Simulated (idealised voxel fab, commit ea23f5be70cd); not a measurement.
Process module in this document: voxel self aligned vias
Cross-section cut: width 225 nm, square cells of 5 nm.
In what follows, cross-sections appear as grids of square cells, described through bands that run from the top down, where every band is one or more rows of cells. Each band's line starts with the height of the band's top and of its bottom, in nm. Then come its materials from left to right, each with its width in nm. One material with "all across" fills the band from edge to edge. "empty" is empty space. Below 0: as-received wafer, all one material; heights counted from there. Lowest band: no bottom, goes on down, written "0..down". The two numbers in a width such as "30 to 40" mark its ends across the band: the first belongs to the top row of cells, the second to the bottom row, and from each row to the next the width moves by the same amount. Take "left unchanged" at face value: in the step it is given for, the cross-section changed in none of its cells. Entry "Enclosed void inventory". Content: empty spaces with no open connection to the top, size 8 cells or greater. Each: width x height at distance. Distance: from left edge. Unit: nm. It should be noted that, on the line of a given step, the content following the step's settings is a remark produced by the simulator itself with respect to that step. "overlay nm" answers the question of how far to the right of plan the mask lay on a step that has a mask, and when it is negative the answer is to the left.

plan
1: RECEIVE,material Si
2: CONFORMAL_DEP,material SiO2,thk nm 15
3: CONFORMAL_DEP,material SiCN,thk nm 5
4: DIRECTIONAL_DEP,material SiO2,thk nm 20
5: DIRECTIONAL_DEP,material aC,thk nm 10
6: PATTERN,tone open,mask id LINES,material resist,width nm 20,pitch nm 45,thk nm 25,overlay nm 0
7: DIRECTIONAL_ETCH,etch materials aC,depth nm 10
8: STRIP,etch materials resist
9: DIRECTIONAL_ETCH,etch materials SiO2,depth nm 20
10: STRIP,etch materials aC
11: CONFORMAL_DEP,material TiN,thk nm 5
12: FILL_DEP,material Ru,thk nm 10
13: CMP,height nm 40
14: SELECTIVE_ETCH,etch materials W Ru TiN,depth nm 5
15: FILL_DEP,material SiN,thk nm 10
16: CMP,height nm 40
17: DIRECTIONAL_DEP,material SiO2,thk nm 20
18: MASKED_ETCH,tone open,mask id VIAS,width nm 30,etch materials SiO2,depth nm 20,overlay nm 0
19: MASKED_ETCH,tone open,mask id VIAS,width nm 30,etch materials SiN,depth nm 5,overlay nm 0
20: CONFORMAL_DEP,material TiN,thk nm 5
21: FILL_DEP,material Ru,thk nm 5
22: CMP,height nm 60
23: CONFORMAL_DEP,material SiCN,thk nm 5

On the first of the two wafers: run conducted according to plan

Wafer cross-section on receipt, i.e. after step 1
    0..down  Si all across
    Enclosed void inventory: none

After step 2: wafer cross-section
    15..0  SiO2 all across
    Anything lower than 0 is untouched.

After step 3: wafer cross-section
    20..15  SiCN all across
    Anything lower than 15 is untouched.

After step 4: wafer cross-section
    40..20  SiO2 all across
    Anything lower than 20 is untouched.

After step 5: wafer cross-section
    50..40  aC all across
    Anything lower than 40 is untouched.

After step 6: wafer cross-section
    75..50  resist (80) / empty (20) / resist (25) / empty (20) / resist (80)
    Anything lower than 50 is untouched.

After step 7: wafer cross-section
    65..50  resist (80) / empty (20) / resist (25) / empty (20) / resist (80)
    50..40  aC (80) / empty (20) / aC (25) / empty (20) / aC (80)
    Anything lower than 40 is untouched.

After step 8: wafer cross-section
    50..40  aC (80) / empty (20) / aC (25) / empty (20) / aC (80)
    Anything lower than 40 is untouched.

After step 9: wafer cross-section
    50..40  aC (80) / empty (20) / aC (25) / empty (20) / aC (80)
    40..20  SiO2 (80) / empty (20) / SiO2 (25) / empty (20) / SiO2 (80)
    Anything lower than 20 is untouched.

After step 10: wafer cross-section
    40..20  SiO2 (80) / empty (20) / SiO2 (25) / empty (20) / SiO2 (80)
    Anything lower than 20 is untouched.

After step 11: wafer cross-section
    45..40  TiN (85) / empty (10) / TiN (35) / empty (10) / TiN (85)
    40..25  SiO2 (80) / TiN (5) / empty (10) / TiN (5) / SiO2 (25) / TiN (5) / empty (10) / TiN (5) / SiO2 (80)
    25..20  SiO2 (80) / TiN (20) / SiO2 (25) / TiN (20) / SiO2 (80)
    Anything lower than 20 is untouched.

After step 12: wafer cross-section
    55..45  Ru all across
    45..40  TiN (85) / Ru (10) / TiN (35) / Ru (10) / TiN (85)
    40..25  SiO2 (80) / TiN (5) / Ru (10) / TiN (5) / SiO2 (25) / TiN (5) / Ru (10) / TiN (5) / SiO2 (80)
    Anything lower than 25 is untouched.

After step 13: wafer cross-section
    40..25  SiO2 (80) / TiN (5) / Ru (10) / TiN (5) / SiO2 (25) / TiN (5) / Ru (10) / TiN (5) / SiO2 (80)
    Anything lower than 25 is untouched.

After step 14: wafer cross-section
    40..35  SiO2 (80) / empty (20) / SiO2 (25) / empty (20) / SiO2 (80)
    Anything lower than 35 is untouched.

After step 15: wafer cross-section
    50..40  SiN all across
    40..35  SiO2 (80) / SiN (20) / SiO2 (25) / SiN (20) / SiO2 (80)
    Anything lower than 35 is untouched.

After step 16: wafer cross-section
    40..35  SiO2 (80) / SiN (20) / SiO2 (25) / SiN (20) / SiO2 (80)
    Anything lower than 35 is untouched.

After step 17: wafer cross-section
    60..40  SiO2 all across
    Anything lower than 40 is untouched.

After step 18: wafer cross-section
    60..40  SiO2 (75) / empty (30) / SiO2 (120)
    Anything lower than 40 is untouched.

After step 19: wafer cross-section
    60..40  SiO2 (75) / empty (30) / SiO2 (120)
    40..35  SiO2 (80) / empty (20) / SiO2 (25) / SiN (20) / SiO2 (80)
    Anything lower than 35 is untouched.

After step 20: wafer cross-section
    65..60  TiN (80) / empty (20) / TiN (125)
    60..45  SiO2 (75) / TiN (5) / empty (20) / TiN (5) / SiO2 (120)
    45..40  SiO2 (75) / TiN (10) / empty (10) / TiN (10) / SiO2 (120)
    40..35  SiO2 (80) / TiN (20) / SiO2 (25) / SiN (20) / SiO2 (80)
    Anything lower than 35 is untouched.

After step 21: wafer cross-section
    70..65  Ru all across
    65..60  TiN (80) / Ru (20) / TiN (125)
    60..45  SiO2 (75) / TiN (5) / Ru (20) / TiN (5) / SiO2 (120)
    45..40  SiO2 (75) / TiN (10) / Ru (10) / TiN (10) / SiO2 (120)
    Anything lower than 40 is untouched.

After step 22: wafer cross-section
    60..45  SiO2 (75) / TiN (5) / Ru (20) / TiN (5) / SiO2 (120)
    Anything lower than 45 is untouched.

After step 23: wafer cross-section
    65..60  SiCN all across
    Anything lower than 60 is untouched.

Wafer two. Identical start, identical plan. One mistake in execution. Identical history through step 1

Cross-sectional view of the second wafer at the intended end time of process step 2
    5..0  SiCN all across
    Anything lower than 0 is untouched.

Cross-sectional view of the second wafer at the intended end time of process step 3
    20..5  SiO2 all across
    Anything lower than 5 is untouched.

Cross-sectional view of the second wafer at the intended end time of process step 4
    40..5  SiO2 all across
    Anything lower than 5 is untouched.

Cross-sectional view of the second wafer at the intended end time of process step 5
    50..40  aC all across
    Anything lower than 40 is untouched.

Cross-sectional view of the second wafer at the intended end time of process step 6
    75..50  resist (80) / empty (20) / resist (25) / empty (20) / resist (80)
    Anything lower than 50 is untouched.

Cross-sectional view of the second wafer at the intended end time of process step 7
    65..50  resist (80) / empty (20) / resist (25) / empty (20) / resist (80)
    50..40  aC (80) / empty (20) / aC (25) / empty (20) / aC (80)
    Anything lower than 40 is untouched.

Cross-sectional view of the second wafer at the intended end time of process step 8
    50..40  aC (80) / empty (20) / aC (25) / empty (20) / aC (80)
    Anything lower than 40 is untouched.

Cross-sectional view of the second wafer at the intended end time of process step 9
    50..40  aC (80) / empty (20) / aC (25) / empty (20) / aC (80)
    40..20  SiO2 (80) / empty (20) / SiO2 (25) / empty (20) / SiO2 (80)
    Anything lower than 20 is untouched.

Cross-sectional view of the second wafer at the intended end time of process step 10
    40..20  SiO2 (80) / empty (20) / SiO2 (25) / empty (20) / SiO2 (80)
    Anything lower than 20 is untouched.

Cross-sectional view of the second wafer at the intended end time of process step 11
    45..40  TiN (85) / empty (10) / TiN (35) / empty (10) / TiN (85)
    40..25  SiO2 (80) / TiN (5) / empty (10) / TiN (5) / SiO2 (25) / TiN (5) / empty (10) / TiN (5) / SiO2 (80)
    25..20  SiO2 (80) / TiN (20) / SiO2 (25) / TiN (20) / SiO2 (80)
    Anything lower than 20 is untouched.

Cross-sectional view of the second wafer at the intended end time of process step 12
    55..45  Ru all across
    45..40  TiN (85) / Ru (10) / TiN (35) / Ru (10) / TiN (85)
    40..25  SiO2 (80) / TiN (5) / Ru (10) / TiN (5) / SiO2 (25) / TiN (5) / Ru (10) / TiN (5) / SiO2 (80)
    Anything lower than 25 is untouched.

Cross-sectional view of the second wafer at the intended end time of process step 13
    40..25  SiO2 (80) / TiN (5) / Ru (10) / TiN (5) / SiO2 (25) / TiN (5) / Ru (10) / TiN (5) / SiO2 (80)
    Anything lower than 25 is untouched.

Cross-sectional view of the second wafer at the intended end time of process step 14
    40..35  SiO2 (80) / empty (20) / SiO2 (25) / empty (20) / SiO2 (80)
    Anything lower than 35 is untouched.

Cross-sectional view of the second wafer at the intended end time of process step 15
    50..40  SiN all across
    40..35  SiO2 (80) / SiN (20) / SiO2 (25) / SiN (20) / SiO2 (80)
    Anything lower than 35 is untouched.

Cross-sectional view of the second wafer at the intended end time of process step 16
    40..35  SiO2 (80) / SiN (20) / SiO2 (25) / SiN (20) / SiO2 (80)
    Anything lower than 35 is untouched.

Cross-sectional view of the second wafer at the intended end time of process step 17
    60..40  SiO2 all across
    Anything lower than 40 is untouched.

Cross-sectional view of the second wafer at the intended end time of process step 18
    60..40  SiO2 (75) / empty (30) / SiO2 (120)
    Anything lower than 40 is untouched.

Cross-sectional view of the second wafer at the intended end time of process step 19
    60..40  SiO2 (75) / empty (30) / SiO2 (120)
    40..35  SiO2 (80) / empty (20) / SiO2 (25) / SiN (20) / SiO2 (80)
    Anything lower than 35 is untouched.

Cross-sectional view of the second wafer at the intended end time of process step 20
    65..60  TiN (80) / empty (20) / TiN (125)
    60..45  SiO2 (75) / TiN (5) / empty (20) / TiN (5) / SiO2 (120)
    45..40  SiO2 (75) / TiN (10) / empty (10) / TiN (10) / SiO2 (120)
    40..35  SiO2 (80) / TiN (20) / SiO2 (25) / SiN (20) / SiO2 (80)
    Anything lower than 35 is untouched.

Cross-sectional view of the second wafer at the intended end time of process step 21
    70..65  Ru all across
    65..60  TiN (80) / Ru (20) / TiN (125)
    60..45  SiO2 (75) / TiN (5) / Ru (20) / TiN (5) / SiO2 (120)
    45..40  SiO2 (75) / TiN (10) / Ru (10) / TiN (10) / SiO2 (120)
    Anything lower than 40 is untouched.

Cross-sectional view of the second wafer at the intended end time of process step 22
    60..45  SiO2 (75) / TiN (5) / Ru (20) / TiN (5) / SiO2 (120)
    Anything lower than 45 is untouched.

Cross-sectional view of the second wafer at the intended end time of process step 23
    65..60  SiCN all across
    Anything lower than 60 is untouched.
Deviation noted in wafer processing: steps 2 and 3 of the plan were each performed in the slot designated for the other
Upon completion, the cell count for each material on the second wafer equals that on the first, whereas the spatial distribution of those cells differs.
